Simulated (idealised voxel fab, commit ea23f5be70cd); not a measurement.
The name of this process module is voxel wiring stack.
In the cross-section labelled cut, the width is 190 nm and each square cell is 5 nm.
How to read a cross-section here: the picture is a grid of square cells, written as bands going from the top down, and any band can span one or more rows of cells. Top height, bottom height, nm. Materials left to right, width each, nm. Single material + "everywhere" = fills band edge to edge. "blank" = empty. Ref level 0: as-received wafer is one material below here. Bottom band extends down with no lower bound ("top 0, no bottom"). Note: "30 to 40" means the width goes from the first number (top row of the band) to the second number (bottom row) in equal steps per row of cells. "nothing altered" for a step: no cell of the cross-section changed in that step. Any empty space of 8 cells or more lacking an open way to the top shows up in "Closed void entries" as width x height at distance, distance from the left edge, in nm. Note: text after step settings on the step line = simulator remark on that step. overlay nm: where the mask lay relative to plan, measured to the right, on steps with a mask; negatives go left.

[The steps planned for the process are as follows]
1,RECEIVE [material Si]
2,CONFORMAL_DEP [material SiO2] [thk nm 15]
3,CONFORMAL_DEP [material SiN] [thk nm 5]
4,DIRECTIONAL_DEP [material lowk] [thk nm 25]
5,PATTERN [tone open] [mask id METAL_1] [material resist] [width nm 20] [pitch nm 40] [thk nm 15] [overlay nm 0]
6,DIRECTIONAL_ETCH [etch materials lowk] [depth nm 25]
7,DIRECTIONAL_ETCH [etch materials SiN] [depth nm 5]
8,STRIP [etch materials resist]
9,CONFORMAL_DEP [material TiN] [thk nm 5]
10,FILL_DEP [material W] [thk nm 10]
11,CMP [height nm 45]
12,EPI [material Ru] [thk nm 5]
13,FILL_DEP [material SiCN] [thk nm 5]
14,DIRECTIONAL_DEP [material lowk] [thk nm 30]
15,DIRECTIONAL_DEP [material aC] [thk nm 10]
16,PATTERN [tone open] [mask id METAL_2] [material resist] [width nm 20] [pitch nm 40] [thk nm 25] [overlay nm 0]
17,DIRECTIONAL_ETCH [etch materials aC] [depth nm 10]
18,STRIP [etch materials resist]
19,DIRECTIONAL_ETCH [etch materials lowk] [depth nm 20]
20,STRIP [etch materials aC]
21,PATTERN [tone open] [mask id METAL_2_HOLES] [material resist] [width nm 15] [pitch nm 40] [thk nm 20] [overlay nm 0]
22,DIRECTIONAL_ETCH [etch materials lowk] [depth nm 10]
23,DIRECTIONAL_ETCH [etch materials SiCN] [depth nm 5]
24,STRIP [etch materials resist]
25,CONFORMAL_DEP [material TiN] [thk nm 5]
26,FILL_DEP [material Ru] [thk nm 5]
27,CMP [height nm 85]
28,CONFORMAL_DEP [material SiCN] [thk nm 5]
29,DIRECTIONAL_DEP [material lowk] [thk nm 15]
30,DIRECTIONAL_DEP [material aC] [thk nm 15]
31,PATTERN [tone open] [mask id PLUG_2] [material resist] [width nm 15] [thk nm 30] [overlay nm 0]
32,DIRECTIONAL_ETCH [etch materials aC] [depth nm 15]
33,STRIP [etch materials resist]
34,DIRECTIONAL_ETCH [etch materials lowk] [depth nm 15]
35,DIRECTIONAL_ETCH [etch materials SiCN] [depth nm 5]
36,STRIP [etch materials aC]
37,CONFORMAL_DEP [material TiN] [thk nm 5]
38,FILL_DEP [material Cu] [thk nm 5]
39,CMP [height nm 105]
40,CONFORMAL_DEP [material SiCN] [thk nm 5]
41,DIRECTIONAL_DEP [material SiO2] [thk nm 15]
42,PATTERN [tone open] [mask id METAL_3] [material resist] [width nm 20] [pitch nm 40] [thk nm 20] [overlay nm 0]
43,DIRECTIONAL_ETCH [etch materials SiO2] [depth nm 15]
44,DIRECTIONAL_ETCH [etch materials SiCN] [depth nm 5]
45,STRIP [etch materials resist]
46,CONFORMAL_DEP [material TiN] [thk nm 5]
47,FILL_DEP [material Cu] [thk nm 10]
48,CMP [height nm 125]
49,CONFORMAL_DEP [material SiN] [thk nm 5]

[First wafer, two in total, run as planned]

[Wafer as received: cross-section following step 1]
- top 0, no bottom | Si everywhere
- Closed void entries: none

[Upon completion of step 2, the wafer appears in cross-section as shown]
- top 15, bottom 0 | SiO2 everywhere
- Below 0 it's all the same as before, nothing changed down there.

[Upon completion of step 3, the wafer appears in cross-section as shown]
- top 20, bottom 15 | SiN everywhere
- Below 15 it's all the same as before, nothing changed down there.

[Upon completion of step 4, the wafer appears in cross-section as shown]
- top 45, bottom 20 | lowk everywhere
- Below 20 it's all the same as before, nothing changed down there.

[Upon completion of step 5, the wafer appears in cross-section as shown]
- top 60, bottom 45 | resist 65, blank 20, resist 20, blank 20, resist 65
- Below 45 it's all the same as before, nothing changed down there.

[Upon completion of step 6, the wafer appears in cross-section as shown]
- top 60, bottom 45 | resist 65, blank 20, resist 20, blank 20, resist 65
- top 45, bottom 20 | lowk 65, blank 20, lowk 20, blank 20, lowk 65
- Below 20 it's all the same as before, nothing changed down there.

[Upon completion of step 7, the wafer appears in cross-section as shown]
- top 60, bottom 45 | resist 65, blank 20, resist 20, blank 20, resist 65
- top 45, bottom 20 | lowk 65, blank 20, lowk 20, blank 20, lowk 65
- top 20, bottom 15 | SiN 65, blank 20, SiN 20, blank 20, SiN 65
- Below 15 it's all the same as before, nothing changed down there.

[Upon completion of step 8, the wafer appears in cross-section as shown]
- top 45, bottom 20 | lowk 65, blank 20, lowk 20, blank 20, lowk 65
- Below 20 it's all the same as before, nothing changed down there.

[Upon completion of step 9, the wafer appears in cross-section as shown]
- top 50, bottom 45 | TiN 70, blank 10, TiN 30, blank 10, TiN 70
- top 45, bottom 20 | lowk 65, TiN 5, blank 10, TiN 5, lowk 20, TiN 5, blank 10, TiN 5, lowk 65
- top 20, bottom 15 | SiN 65, TiN 20, SiN 20, TiN 20, SiN 65
- Below 15 it's all the same as before, nothing changed down there.

[Upon completion of step 10, the wafer appears in cross-section as shown]
- top 60, bottom 50 | W everywhere
- top 50, bottom 45 | TiN 70, W 10, TiN 30, W 10, TiN 70
- top 45, bottom 20 | lowk 65, TiN 5, W 10, TiN 5, lowk 20, TiN 5, W 10, TiN 5, lowk 65
- Below 20 it's all the same as before, nothing changed down there.

[Upon completion of step 11, the wafer appears in cross-section as shown]
- top 45, bottom 20 | lowk 65, TiN 5, W 10, TiN 5, lowk 20, TiN 5, W 10, TiN 5, lowk 65
- Below 20 it's all the same as before, nothing changed down there.

[Upon completion of step 12, the wafer appears in cross-section as shown]
- top 50, bottom 45 | blank 60, Ru 30, blank 10, Ru 30, blank 60
- Below 45 it's all the same as before, nothing changed down there.

[Upon completion of step 13, the wafer appears in cross-section as shown]
- top 55, bottom 50 | SiCN everywhere
- top 50, bottom 45 | SiCN 60, Ru 30, SiCN 10, Ru 30, SiCN 60
- Below 45 it's all the same as before, nothing changed down there.

[Upon completion of step 14, the wafer appears in cross-section as shown]
- top 85, bottom 55 | lowk everywhere
- Below 55 it's all the same as before, nothing changed down there.

[Upon completion of step 15, the wafer appears in cross-section as shown]
- top 95, bottom 85 | aC everywhere
- Below 85 it's all the same as before, nothing changed down there.

[Upon completion of step 16, the wafer appears in cross-section as shown]
- top 120, bottom 95 | resist 65, blank 20, resist 20, blank 20, resist 65
- Below 95 it's all the same as before, nothing changed down there.

[Upon completion of step 17, the wafer appears in cross-section as shown]
- top 110, bottom 95 | resist 65, blank 20, resist 20, blank 20, resist 65
- top 95, bottom 85 | aC 65, blank 20, aC 20, blank 20, aC 65
- Below 85 it's all the same as before, nothing changed down there.

[Upon completion of step 18, the wafer appears in cross-section as shown]
- top 95, bottom 85 | aC 65, blank 20, aC 20, blank 20, aC 65
- Below 85 it's all the same as before, nothing changed down there.

[Upon completion of step 19, the wafer appears in cross-section as shown]
- top 95, bottom 85 | aC 65, blank 20, aC 20, blank 20, aC 65
- top 85, bottom 65 | lowk 65, blank 20, lowk 20, blank 20, lowk 65
- Below 65 it's all the same as before, nothing changed down there.

[Upon completion of step 20, the wafer appears in cross-section as shown]
- top 85, bottom 65 | lowk 65, blank 20, lowk 20, blank 20, lowk 65
- Below 65 it's all the same as before, nothing changed down there.

[Upon completion of step 21, the wafer appears in cross-section as shown]
- top 105, bottom 85 | resist 65, blank 15, resist 25, blank 15, resist 70
- top 85, bottom 65 | lowk 65, blank 15, resist 5, lowk 20, blank 15, resist 5, lowk 65
- Below 65 it's all the same as before, nothing changed down there.

[Upon completion of step 22, the wafer appears in cross-section as shown]
- top 105, bottom 85 | resist 65, blank 15, resist 25, blank 15, resist 70
- top 85, bottom 65 | lowk 65, blank 15, resist 5, lowk 20, blank 15, resist 5, lowk 65
- top 65, bottom 55 | lowk 65, blank 15, lowk 25, blank 15, lowk 70
- Below 55 it's all the same as before, nothing changed down there.

[Upon completion of step 23, the wafer appears in cross-section as shown]
- top 105, bottom 85 | resist 65, blank 15, resist 25, blank 15, resist 70
- top 85, bottom 65 | lowk 65, blank 15, resist 5, lowk 20, blank 15, resist 5, lowk 65
- top 65, bottom 55 | lowk 65, blank 15, lowk 25, blank 15, lowk 70
- top 55, bottom 50 | SiCN 65, blank 15, SiCN 25, blank 15, SiCN 70
- Below 50 it's all the same as before, nothing changed down there.

[Upon completion of step 24, the wafer appears in cross-section as shown]
- top 85, bottom 65 | lowk 65, blank 20, lowk 20, blank 20, lowk 65
- Below 65 it's all the same as before, nothing changed down there.

[Upon completion of step 25, the wafer appears in cross-section as shown]
- top 90, bottom 85 | TiN 70, blank 10, TiN 30, blank 10, TiN 70
- top 85, bottom 70 | lowk 65, TiN 5, blank 10, TiN 5, lowk 20, TiN 5, blank 10, TiN 5, lowk 65
- top 70, bottom 65 | lowk 65, TiN 5, blank 5, TiN 10, lowk 20, TiN 5, blank 5, TiN 10, lowk 65
- top 65, bottom 55 | lowk 65, TiN 5, blank 5, TiN 5, lowk 25, TiN 5, blank 5, TiN 5, lowk 70
- top 55, bottom 50 | SiCN 65, TiN 15, SiCN 25, TiN 15, SiCN 70
- Below 50 it's all the same as before, nothing changed down there.

[Upon completion of step 26, the wafer appears in cross-section as shown]
- top 95, bottom 90 | Ru everywhere
- top 90, bottom 85 | TiN 70, Ru 10, TiN 30, Ru 10, TiN 70
- top 85, bottom 70 | lowk 65, TiN 5, Ru 10, TiN 5, lowk 20, TiN 5, Ru 10, TiN 5, lowk 65
- top 70, bottom 65 | lowk 65, TiN 5, Ru 5, TiN 10, lowk 20, TiN 5, Ru 5, TiN 10, lowk 65
- top 65, bottom 55 | lowk 65, TiN 5, Ru 5, TiN 5, lowk 25, TiN 5, Ru 5, TiN 5, lowk 70
- Below 55 it's all the same as before, nothing changed down there.

[Upon completion of step 27, the wafer appears in cross-section as shown]
- top 85, bottom 70 | lowk 65, TiN 5, Ru 10, TiN 5, lowk 20, TiN 5, Ru 10, TiN 5, lowk 65
- Below 70 it's all the same as before, nothing changed down there.

[Upon completion of step 28, the wafer appears in cross-section as shown]
- top 90, bottom 85 | SiCN everywhere
- Below 85 it's all the same as before, nothing changed down there.

[Upon completion of step 29, the wafer appears in cross-section as shown]
- top 105, bottom 90 | lowk everywhere
- Below 90 it's all the same as before, nothing changed down there.

[Upon completion of step 30, the wafer appears in cross-section as shown]
- top 120, bottom 105 | aC everywhere
- Below 105 it's all the same as before, nothing changed down there.

[Upon completion of step 31, the wafer appears in cross-section as shown]
- top 150, bottom 120 | resist 65, blank 15, resist 110
- Below 120 it's all the same as before, nothing changed down there.

[Upon completion of step 32, the wafer appears in cross-section as shown]
- top 135, bottom 120 | resist 65, blank 15, resist 110
- top 120, bottom 105 | aC 65, blank 15, aC 110
- Below 105 it's all the same as before, nothing changed down there.

[Upon completion of step 33, the wafer appears in cross-section as shown]
- top 120, bottom 105 | aC 65, blank 15, aC 110
- Below 105 it's all the same as before, nothing changed down there.

[Upon completion of step 34, the wafer appears in cross-section as shown]
- top 120, bottom 105 | aC 65, blank 15, aC 110
- top 105, bottom 90 | lowk 65, blank 15, lowk 110
- Below 90 it's all the same as before, nothing changed down there.

[Upon completion of step 35, the wafer appears in cross-section as shown]
- top 120, bottom 105 | aC 65, blank 15, aC 110
- top 105, bottom 90 | lowk 65, blank 15, lowk 110
- top 90, bottom 85 | SiCN 65, blank 15, SiCN 110
- Below 85 it's all the same as before, nothing changed down there.

[Upon completion of step 36, the wafer appears in cross-section as shown]
- top 105, bottom 90 | lowk 65, blank 15, lowk 110
- Below 90 it's all the same as before, nothing changed down there.

[Upon completion of step 37, the wafer appears in cross-section as shown]
- top 110, bottom 105 | TiN 70, blank 5, TiN 115
- top 105, bottom 90 | lowk 65, TiN 5, blank 5, TiN 5, lowk 110
- top 90, bottom 85 | SiCN 65, TiN 15, SiCN 110
- Below 85 it's all the same as before, nothing changed down there.

[Upon completion of step 38, the wafer appears in cross-section as shown]
- top 115, bottom 110 | Cu everywhere
- top 110, bottom 105 | TiN 70, Cu 5, TiN 115
- top 105, bottom 90 | lowk 65, TiN 5, Cu 5, TiN 5, lowk 110
- Below 90 it's all the same as before, nothing changed down there.

[Upon completion of step 39, the wafer appears in cross-section as shown]
- top 105, bottom 90 | lowk 65, TiN 5, Cu 5, TiN 5, lowk 110
- Below 90 it's all the same as before, nothing changed down there.

[Upon completion of step 40, the wafer appears in cross-section as shown]
- top 110, bottom 105 | SiCN everywhere
- Below 105 it's all the same as before, nothing changed down there.

[Upon completion of step 41, the wafer appears in cross-section as shown]
- top 125, bottom 110 | SiO2 everywhere
- Below 110 it's all the same as before, nothing changed down there.

[Upon completion of step 42, the wafer appears in cross-section as shown]
- top 145, bottom 125 | resist 65, blank 20, resist 20, blank 20, resist 65
- Below 125 it's all the same as before, nothing changed down there.

[Upon completion of step 43, the wafer appears in cross-section as shown]
- top 145, bottom 125 | resist 65, blank 20, resist 20, blank 20, resist 65
- top 125, bottom 110 | SiO2 65, blank 20, SiO2 20, blank 20, SiO2 65
- Below 110 it's all the same as before, nothing changed down there.

[Upon completion of step 44, the wafer appears in cross-section as shown]
- top 145, bottom 125 | resist 65, blank 20, resist 20, blank 20, resist 65
- top 125, bottom 110 | SiO2 65, blank 20, SiO2 20, blank 20, SiO2 65
- top 110, bottom 105 | SiCN 65, blank 20, SiCN 20, blank 20, SiCN 65
- Below 105 it's all the same as before, nothing changed down there.

[Upon completion of step 45, the wafer appears in cross-section as shown]
- top 125, bottom 110 | SiO2 65, blank 20, SiO2 20, blank 20, SiO2 65
- Below 110 it's all the same as before, nothing changed down there.

[Upon completion of step 46, the wafer appears in cross-section as shown]
- top 130, bottom 125 | TiN 70, blank 10, TiN 30, blank 10, TiN 70
- top 125, bottom 110 | SiO2 65, TiN 5, blank 10, TiN 5, SiO2 20, TiN 5, blank 10, TiN 5, SiO2 65
- top 110, bottom 105 | SiCN 65, TiN 20, SiCN 20, TiN 20, SiCN 65
- Below 105 it's all the same as before, nothing changed down there.

[Upon completion of step 47, the wafer appears in cross-section as shown]
- top 140, bottom 130 | Cu everywhere
- top 130, bottom 125 | TiN 70, Cu 10, TiN 30, Cu 10, TiN 70
- top 125, bottom 110 | SiO2 65, TiN 5, Cu 10, TiN 5, SiO2 20, TiN 5, Cu 10, TiN 5, SiO2 65
- Below 110 it's all the same as before, nothing changed down there.

[Upon completion of step 48, the wafer appears in cross-section as shown]
- top 125, bottom 110 | SiO2 65, TiN 5, Cu 10, TiN 5, SiO2 20, TiN 5, Cu 10, TiN 5, SiO2 65
- Below 110 it's all the same as before, nothing changed down there.

[Upon completion of step 49, the wafer appears in cross-section as shown]
- top 130, bottom 125 | SiN everywhere
- Below 125 it's all the same as before, nothing changed down there.

[Second of two: same start, same plan, one run error; steps up to and including 20 match the first]

[Planned end of step 21: second wafer, cross-section]
- top 105, bottom 85 | resist 55, blank 15, resist 25, blank 15, resist 80
- top 85, bottom 65 | lowk 65, blank 5, resist 15, lowk 20, blank 5, resist 15, lowk 65
- Below 65 it's all the same as before, nothing changed down there.

[Planned end of step 22: second wafer, cross-section]
- top 105, bottom 85 | resist 55, blank 15, resist 25, blank 15, resist 80
- top 85, bottom 75 | lowk 55, blank 15, resist 15, lowk 10, blank 15, resist 15, lowk 65
- top 75, bottom 65 | lowk 65, blank 5, resist 15, lowk 20, blank 5, resist 15, lowk 65
- top 65, bottom 55 | lowk 65, blank 5, lowk 35, blank 5, lowk 80
- Below 55 it's all the same as before, nothing changed down there.

[Planned end of step 23: second wafer, cross-section]
- top 105, bottom 85 | resist 55, blank 15, resist 25, blank 15, resist 80
- top 85, bottom 75 | lowk 55, blank 15, resist 15, lowk 10, blank 15, resist 15, lowk 65
- top 75, bottom 65 | lowk 65, blank 5, resist 15, lowk 20, blank 5, resist 15, lowk 65
- top 65, bottom 55 | lowk 65, blank 5, lowk 35, blank 5, lowk 80
- top 55, bottom 50 | SiCN 65, blank 5, SiCN 35, blank 5, SiCN 80
- Below 50 it's all the same as before, nothing changed down there.

[Planned end of step 24: second wafer, cross-section]
- top 85, bottom 75 | lowk 55, blank 30, lowk 10, blank 30, lowk 65
- top 75, bottom 65 | lowk 65, blank 20, lowk 20, blank 20, lowk 65
- Below 65 it's all the same as before, nothing changed down there.

[Planned end of step 25: second wafer, cross-section]
- top 90, bottom 85 | TiN 60, blank 20, TiN 20, blank 20, TiN 70
- top 85, bottom 75 | lowk 55, TiN 5 to 15, blank 20 to 10, TiN 5, lowk 10, TiN 5 to 15, blank 20 to 10, TiN 5, lowk 65
- top 75, bottom 70 | lowk 65, TiN 5, blank 10, TiN 5, lowk 20, TiN 5, blank 10, TiN 5, lowk 65
- top 70, bottom 65 | lowk 65, TiN 20, lowk 20, TiN 20, lowk 65
- top 65, bottom 55 | lowk 65, TiN 5, lowk 35, TiN 5, lowk 80
- top 55, bottom 50 | SiCN 65, TiN 5, SiCN 35, TiN 5, SiCN 80
- Below 50 it's all the same as before, nothing changed down there.

[Planned end of step 26: second wafer, cross-section]
- top 95, bottom 90 | Ru everywhere
- top 90, bottom 85 | TiN 60, Ru 20, TiN 20, Ru 20, TiN 70
- top 85, bottom 75 | lowk 55, TiN 5 to 15, Ru 20 to 10, TiN 5, lowk 10, TiN 5 to 15, Ru 20 to 10, TiN 5, lowk 65
- top 75, bottom 70 | lowk 65, TiN 5, Ru 10, TiN 5, lowk 20, TiN 5, Ru 10, TiN 5, lowk 65
- Below 70 it's all the same as before, nothing changed down there.

[Planned end of step 27: second wafer, cross-section]
- top 85, bottom 75 | lowk 55, TiN 5 to 15, Ru 20 to 10, TiN 5, lowk 10, TiN 5 to 15, Ru 20 to 10, TiN 5, lowk 65
- Below 75 it's all the same as before, nothing changed down there.

[Planned end of step 28: second wafer, cross-section]
- top 90, bottom 85 | SiCN everywhere
- Below 85 it's all the same as before, nothing changed down there.

[Planned end of step 29: second wafer, cross-section]
- top 105, bottom 90 | lowk everywhere
- Below 90 it's all the same as before, nothing changed down there.

[Planned end of step 30: second wafer, cross-section]
- top 120, bottom 105 | aC everywhere
- Below 105 it's all the same as before, nothing changed down there.

[Planned end of step 31: second wafer, cross-section]
- top 150, bottom 120 | resist 65, blank 15, resist 110
- Below 120 it's all the same as before, nothing changed down there.

[Planned end of step 32: second wafer, cross-section]
- top 135, bottom 120 | resist 65, blank 15, resist 110
- top 120, bottom 105 | aC 65, blank 15, aC 110
- Below 105 it's all the same as before, nothing changed down there.

[Planned end of step 33: second wafer, cross-section]
- top 120, bottom 105 | aC 65, blank 15, aC 110
- Below 105 it's all the same as before, nothing changed down there.

[Planned end of step 34: second wafer, cross-section]
- top 120, bottom 105 | aC 65, blank 15, aC 110
- top 105, bottom 90 | lowk 65, blank 15, lowk 110
- Below 90 it's all the same as before, nothing changed down there.

[Planned end of step 35: second wafer, cross-section]
- top 120, bottom 105 | aC 65, blank 15, aC 110
- top 105, bottom 90 | lowk 65, blank 15, lowk 110
- top 90, bottom 85 | SiCN 65, blank 15, SiCN 110
- Below 85 it's all the same as before, nothing changed down there.

[Planned end of step 36: second wafer, cross-section]
- top 105, bottom 90 | lowk 65, blank 15, lowk 110
- Below 90 it's all the same as before, nothing changed down there.

[Planned end of step 37: second wafer, cross-section]
- top 110, bottom 105 | TiN 70, blank 5, TiN 115
- top 105, bottom 90 | lowk 65, TiN 5, blank 5, TiN 5, lowk 110
- top 90, bottom 85 | SiCN 65, TiN 15, SiCN 110
- Below 85 it's all the same as before, nothing changed down there.

[Planned end of step 38: second wafer, cross-section]
- top 115, bottom 110 | Cu everywhere
- top 110, bottom 105 | TiN 70, Cu 5, TiN 115
- top 105, bottom 90 | lowk 65, TiN 5, Cu 5, TiN 5, lowk 110
- Below 90 it's all the same as before, nothing changed down there.

[Planned end of step 39: second wafer, cross-section]
- top 105, bottom 90 | lowk 65, TiN 5, Cu 5, TiN 5, lowk 110
- Below 90 it's all the same as before, nothing changed down there.

[Planned end of step 40: second wafer, cross-section]
- top 110, bottom 105 | SiCN everywhere
- Below 105 it's all the same as before, nothing changed down there.

[Planned end of step 41: second wafer, cross-section]
- top 125, bottom 110 | SiO2 everywhere
- Below 110 it's all the same as before, nothing changed down there.

[Planned end of step 42: second wafer, cross-section]
- top 145, bottom 125 | resist 65, blank 20, resist 20, blank 20, resist 65
- Below 125 it's all the same as before, nothing changed down there.

[Planned end of step 43: second wafer, cross-section]
- top 145, bottom 125 | resist 65, blank 20, resist 20, blank 20, resist 65
- top 125, bottom 110 | SiO2 65, blank 20, SiO2 20, blank 20, SiO2 65
- Below 110 it's all the same as before, nothing changed down there.

[Planned end of step 44: second wafer, cross-section]
- top 145, bottom 125 | resist 65, blank 20, resist 20, blank 20, resist 65
- top 125, bottom 110 | SiO2 65, blank 20, SiO2 20, blank 20, SiO2 65
- top 110, bottom 105 | SiCN 65, blank 20, SiCN 20, blank 20, SiCN 65
- Below 105 it's all the same as before, nothing changed down there.

[Planned end of step 45: second wafer, cross-section]
- top 125, bottom 110 | SiO2 65, blank 20, SiO2 20, blank 20, SiO2 65
- Below 110 it's all the same as before, nothing changed down there.

[Planned end of step 46: second wafer, cross-section]
- top 130, bottom 125 | TiN 70, blank 10, TiN 30, blank 10, TiN 70
- top 125, bottom 110 | SiO2 65, TiN 5, blank 10, TiN 5, SiO2 20, TiN 5, blank 10, TiN 5, SiO2 65
- top 110, bottom 105 | SiCN 65, TiN 20, SiCN 20, TiN 20, SiCN 65
- Below 105 it's all the same as before, nothing changed down there.

[Planned end of step 47: second wafer, cross-section]
- top 140, bottom 130 | Cu everywhere
- top 130, bottom 125 | TiN 70, Cu 10, TiN 30, Cu 10, TiN 70
- top 125, bottom 110 | SiO2 65, TiN 5, Cu 10, TiN 5, SiO2 20, TiN 5, Cu 10, TiN 5, SiO2 65
- Below 110 it's all the same as before, nothing changed down there.

[Planned end of step 48: second wafer, cross-section]
- top 125, bottom 110 | SiO2 65, TiN 5, Cu 10, TiN 5, SiO2 20, TiN 5, Cu 10, TiN 5, SiO2 65
- Below 110 it's all the same as before, nothing changed down there.

[Planned end of step 49: second wafer, cross-section]
- top 130, bottom 125 | SiN everywhere
- Below 125 it's all the same as before, nothing changed down there.
It is concluded that the wafer was processed incorrectly with respect to the plan, in that planned and actual differ for step 21; actual: PATTERN [tone open] [mask id METAL_2_HOLES] [material resist] [width nm 15] [pitch nm 40] [thk nm 20] [overlay nm -10]
Per the end-of-run cell counts, the second wafer holds more or fewer of some materials than the first: -2 Ru, +4 SiCN, -2 TiN
